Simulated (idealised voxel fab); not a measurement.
process module | voxel wiring stack
cross-section cut | 265 nm wide | cells 5 nm
A cross-section is a grid of square cells, given in bands from the top down. A band is one or more rows of cells.
Each band's line starts with the height of the band's top and of its bottom, in nm. Then come its materials from left to right, each with its width in nm. One material with "throughout" fills the band from edge to edge. "air" is empty space.
Height 0 is the level under which the wafer as received is all one material. The lowest band goes on downwards, as in "0 down".
A width such as "30 to 40" changes by the same amount from each row of cells to the next, from the band's top row to its bottom row.
"no change" after a step means that no cell of the cross-section changed.
closed voids: empty space of 8 cells or more with no open way to the top, each as width x height at its distance from the left edge, in nm
after a step's settings: what the simulator itself notes on the step
overlay nm, on a step with a mask: how far to the right of its planned place the mask lay; to the left if negative
plan
1 op RECEIVE | material Si
2 op CONFORMAL_DEP | material SiO2 | thk nm 10
3 op CONFORMAL_DEP | material SiCN | thk nm 5
4 op DIRECTIONAL_DEP | material SiO2 | thk nm 20
5 op DIRECTIONAL_DEP | material aC | thk nm 15
6 op PATTERN | tone open | mask id METAL_1 | material resist | width nm 30 | pitch nm 60 | thk nm 35 | overlay nm 0
7 op DIRECTIONAL_ETCH | etch materials aC | depth nm 15
8 op STRIP | etch materials resist
9 op DIRECTIONAL_ETCH | etch materials SiO2 | depth nm 20
10 op DIRECTIONAL_ETCH | etch materials SiCN | depth nm 5
11 op STRIP | etch materials aC
12 op CONFORMAL_DEP | material TiN | thk nm 5
13 op FILL_DEP | material W | thk nm 5
14 op CMP | height nm 35
15 op EPI | material Ru | thk nm 5
16 op FILL_DEP | material SiCN | thk nm 5
17 op DIRECTIONAL_DEP | material SiO2 | thk nm 10
18 op PATTERN | tone open | mask id PLUG_1 | material resist | width nm 15 | pitch nm 60 | thk nm 15 | overlay nm 0
19 op DIRECTIONAL_ETCH | etch materials SiO2 | depth nm 10
20 op DIRECTIONAL_ETCH | etch materials SiCN | depth nm 5
21 op STRIP | etch materials resist
22 op EPI | material Ru | thk nm 10
23 op EPI | material Ru | thk nm 5
24 op DIRECTIONAL_DEP | material TiN | thk nm 5
25 op DIRECTIONAL_DEP | material W | thk nm 15
26 op DIRECTIONAL_DEP | material aC | thk nm 15
27 op PATTERN | tone cover | mask id METAL_2 | material resist | width nm 30 | pitch nm 60 | thk nm 30 | overlay nm 0
28 op DIRECTIONAL_ETCH | etch materials aC | depth nm 15
29 op STRIP | etch materials resist
30 op DIRECTIONAL_ETCH | etch materials W | depth nm 15
31 op DIRECTIONAL_ETCH | etch materials TiN | depth nm 5
32 op STRIP | etch materials aC
33 op CONFORMAL_DEP | material SiN | thk nm 5
34 op FILL_DEP | material lowk | thk nm 5
35 op CMP | height nm 75
36 op CONFORMAL_DEP | material SiCN | thk nm 5
first wafer, as planned
as received, after step 1
  0 down: Si throughout
  closed voids: none
after step 2
  10 to 0: SiO2 throughout
  below 0: unchanged
after step 3
  15 to 10: SiCN throughout
  below 10: unchanged
after step 4
  35 to 15: SiO2 throughout
  below 15: unchanged
after step 5
  50 to 35: aC throughout
  below 35: unchanged
after step 6
  85 to 50: resist 55 | air 30 | resist 30 | air 30 | resist 30 | air 30 | resist 60
  below 50: unchanged
after step 7
  70 to 50: resist 55 | air 30 | resist 30 | air 30 | resist 30 | air 30 | resist 60
  50 to 35: aC 55 | air 30 | aC 30 | air 30 | aC 30 | air 30 | aC 60
  below 35: unchanged
after step 8
  50 to 35: aC 55 | air 30 | aC 30 | air 30 | aC 30 | air 30 | aC 60
  below 35: unchanged
after step 9
  50 to 35: aC 55 | air 30 | aC 30 | air 30 | aC 30 | air 30 | aC 60
  35 to 15: SiO2 55 | air 30 | SiO2 30 | air 30 | SiO2 30 | air 30 | SiO2 60
  below 15: unchanged
after step 10
  50 to 35: aC 55 | air 30 | aC 30 | air 30 | aC 30 | air 30 | aC 60
  35 to 15: SiO2 55 | air 30 | SiO2 30 | air 30 | SiO2 30 | air 30 | SiO2 60
  15 to 10: SiCN 55 | air 30 | SiCN 30 | air 30 | SiCN 30 | air 30 | SiCN 60
  below 10: unchanged
after step 11
  35 to 15: SiO2 55 | air 30 | SiO2 30 | air 30 | SiO2 30 | air 30 | SiO2 60
  below 15: unchanged
after step 12
  40 to 35: TiN 60 | air 20 | TiN 40 | air 20 | TiN 40 | air 20 | TiN 65
  35 to 15: SiO2 55 | TiN 5 | air 20 | TiN 5 | SiO2 30 | TiN 5 | air 20 | TiN 5 | SiO2 30 | TiN 5 | air 20 | TiN 5 | SiO2 60
  15 to 10: SiCN 55 | TiN 30 | SiCN 30 | TiN 30 | SiCN 30 | TiN 30 | SiCN 60
  below 10: unchanged
after step 13
  45 to 40: W throughout
  40 to 35: TiN 60 | W 20 | TiN 40 | W 20 | TiN 40 | W 20 | TiN 65
  35 to 15: SiO2 55 | TiN 5 | W 20 | TiN 5 | SiO2 30 | TiN 5 | W 20 | TiN 5 | SiO2 30 | TiN 5 | W 20 | TiN 5 | SiO2 60
  below 15: unchanged
after step 14
  35 to 15: SiO2 55 | TiN 5 | W 20 | TiN 5 | SiO2 30 | TiN 5 | W 20 | TiN 5 | SiO2 30 | TiN 5 | W 20 | TiN 5 | SiO2 60
  below 15: unchanged
after step 15
  40 to 35: air 50 | Ru 40 | air 20 | Ru 40 | air 20 | Ru 40 | air 55
  below 35: unchanged
after step 16
  45 to 40: SiCN throughout
  40 to 35: SiCN 50 | Ru 40 | SiCN 20 | Ru 40 | SiCN 20 | Ru 40 | SiCN 55
  below 35: unchanged
after step 17
  55 to 45: SiO2 throughout
  below 45: unchanged
after step 18
  70 to 55: resist 55 | air 15 | resist 45 | air 15 | resist 45 | air 15 | resist 75
  below 55: unchanged
after step 19
  70 to 55: resist 55 | air 15 | resist 45 | air 15 | resist 45 | air 15 | resist 75
  55 to 45: SiO2 55 | air 15 | SiO2 45 | air 15 | SiO2 45 | air 15 | SiO2 75
  below 45: unchanged
after step 20
  70 to 55: resist 55 | air 15 | resist 45 | air 15 | resist 45 | air 15 | resist 75
  55 to 45: SiO2 55 | air 15 | SiO2 45 | air 15 | SiO2 45 | air 15 | SiO2 75
  45 to 40: SiCN 55 | air 15 | SiCN 45 | air 15 | SiCN 45 | air 15 | SiCN 75
  below 40: unchanged
after step 21
  55 to 45: SiO2 55 | air 15 | SiO2 45 | air 15 | SiO2 45 | air 15 | SiO2 75
  below 45: unchanged
after step 22
  55 to 50: SiO2 55 | air 15 | SiO2 45 | air 15 | SiO2 45 | air 15 | SiO2 75
  50 to 45: SiO2 55 | Ru 15 | SiO2 45 | Ru 15 | SiO2 45 | Ru 15 | SiO2 75
  45 to 35: SiCN 55 to 50 | Ru 15 to 40 | SiCN 45 to 20 | Ru 15 to 40 | SiCN 45 to 20 | Ru 15 to 40 | SiCN 75 to 55
  below 35: unchanged
after step 23
  55 to 45: SiO2 55 | Ru 15 | SiO2 45 | Ru 15 | SiO2 45 | Ru 15 | SiO2 75
  below 45: unchanged
after step 24
  60 to 55: TiN throughout
  below 55: unchanged
after step 25
  75 to 60: W throughout
  below 60: unchanged
after step 26
  90 to 75: aC throughout
  below 75: unchanged
after step 27
  120 to 90: air 55 | resist 30 | air 30 | resist 30 | air 30 | resist 30 | air 60
  below 90: unchanged
after step 28
  105 to 90: air 55 | resist 30 | air 30 | resist 30 | air 30 | resist 30 | air 60
  90 to 75: air 55 | aC 30 | air 30 | aC 30 | air 30 | aC 30 | air 60
  below 75: unchanged
after step 29
  90 to 75: air 55 | aC 30 | air 30 | aC 30 | air 30 | aC 30 | air 60
  below 75: unchanged
after step 30
  90 to 75: air 55 | aC 30 | air 30 | aC 30 | air 30 | aC 30 | air 60
  75 to 60: air 55 | W 30 | air 30 | W 30 | air 30 | W 30 | air 60
  below 60: unchanged
after step 31
  90 to 75: air 55 | aC 30 | air 30 | aC 30 | air 30 | aC 30 | air 60
  75 to 60: air 55 | W 30 | air 30 | W 30 | air 30 | W 30 | air 60
  60 to 55: air 55 | TiN 30 | air 30 | TiN 30 | air 30 | TiN 30 | air 60
  below 55: unchanged
after step 32
  75 to 60: air 55 | W 30 | air 30 | W 30 | air 30 | W 30 | air 60
  below 60: unchanged
after step 33
  80 to 75: air 50 | SiN 40 | air 20 | SiN 40 | air 20 | SiN 40 | air 55
  75 to 60: air 50 | SiN 5 | W 30 | SiN 5 | air 20 | SiN 5 | W 30 | SiN 5 | air 20 | SiN 5 | W 30 | SiN 5 | air 55
  60 to 55: SiN 55 | TiN 30 | SiN 30 | TiN 30 | SiN 30 | TiN 30 | SiN 60
  below 55: unchanged
after step 34
  85 to 80: lowk throughout
  80 to 75: lowk 50 | SiN 40 | lowk 20 | SiN 40 | lowk 20 | SiN 40 | lowk 55
  75 to 60: lowk 50 | SiN 5 | W 30 | SiN 5 | lowk 20 | SiN 5 | W 30 | SiN 5 | lowk 20 | SiN 5 | W 30 | SiN 5 | lowk 55
  below 60: unchanged
after step 35
  75 to 60: lowk 50 | SiN 5 | W 30 | SiN 5 | lowk 20 | SiN 5 | W 30 | SiN 5 | lowk 20 | SiN 5 | W 30 | SiN 5 | lowk 55
  below 60: unchanged
after step 36
  80 to 75: SiCN throughout
  below 75: unchanged
second wafer: like start, like plan, one mistake. Through step 23 it matches the first wafer
when step 24 should have ended: no change
when step 25 should have ended
  70 to 55: W throughout
  below 55: unchanged
when step 26 should have ended
  85 to 70: aC throughout
  below 70: unchanged
when step 27 should have ended
  115 to 85: air 55 | resist 30 | air 30 | resist 30 | air 30 | resist 30 | air 60
  below 85: unchanged
when step 28 should have ended
  100 to 85: air 55 | resist 30 | air 30 | resist 30 | air 30 | resist 30 | air 60
  85 to 70: air 55 | aC 30 | air 30 | aC 30 | air 30 | aC 30 | air 60
  below 70: unchanged
when step 29 should have ended
  85 to 70: air 55 | aC 30 | air 30 | aC 30 | air 30 | aC 30 | air 60
  below 70: unchanged
when step 30 should have ended
  85 to 70: air 55 | aC 30 | air 30 | aC 30 | air 30 | aC 30 | air 60
  70 to 55: air 55 | W 30 | air 30 | W 30 | air 30 | W 30 | air 60
  below 55: unchanged
when step 31 should have ended: no change
when step 32 should have ended
  70 to 55: air 55 | W 30 | air 30 | W 30 | air 30 | W 30 | air 60
  below 55: unchanged
when step 33 should have ended
  75 to 70: air 50 | SiN 40 | air 20 | SiN 40 | air 20 | SiN 40 | air 55
  70 to 60: air 50 | SiN 5 | W 30 | SiN 5 | air 20 | SiN 5 | W 30 | SiN 5 | air 20 | SiN 5 | W 30 | SiN 5 | air 55
  60 to 55: SiN 55 | W 30 | SiN 30 | W 30 | SiN 30 | W 30 | SiN 60
  below 55: unchanged
when step 34 should have ended
  80 to 75: lowk throughout
  75 to 70: lowk 50 | SiN 40 | lowk 20 | SiN 40 | lowk 20 | SiN 40 | lowk 55
  70 to 60: lowk 50 | SiN 5 | W 30 | SiN 5 | lowk 20 | SiN 5 | W 30 | SiN 5 | lowk 20 | SiN 5 | W 30 | SiN 5 | lowk 55
  below 60: unchanged
when step 35 should have ended
  75 to 70: lowk 50 | SiN 40 | lowk 20 | SiN 40 | lowk 20 | SiN 40 | lowk 55
  below 70: unchanged
when step 36 should have ended
  80 to 75: SiCN throughout
  below 75: unchanged
what went wrong: step 24 was left out
at the end the second wafer has, in cells: 18 more of SiN | 18 fewer of TiN
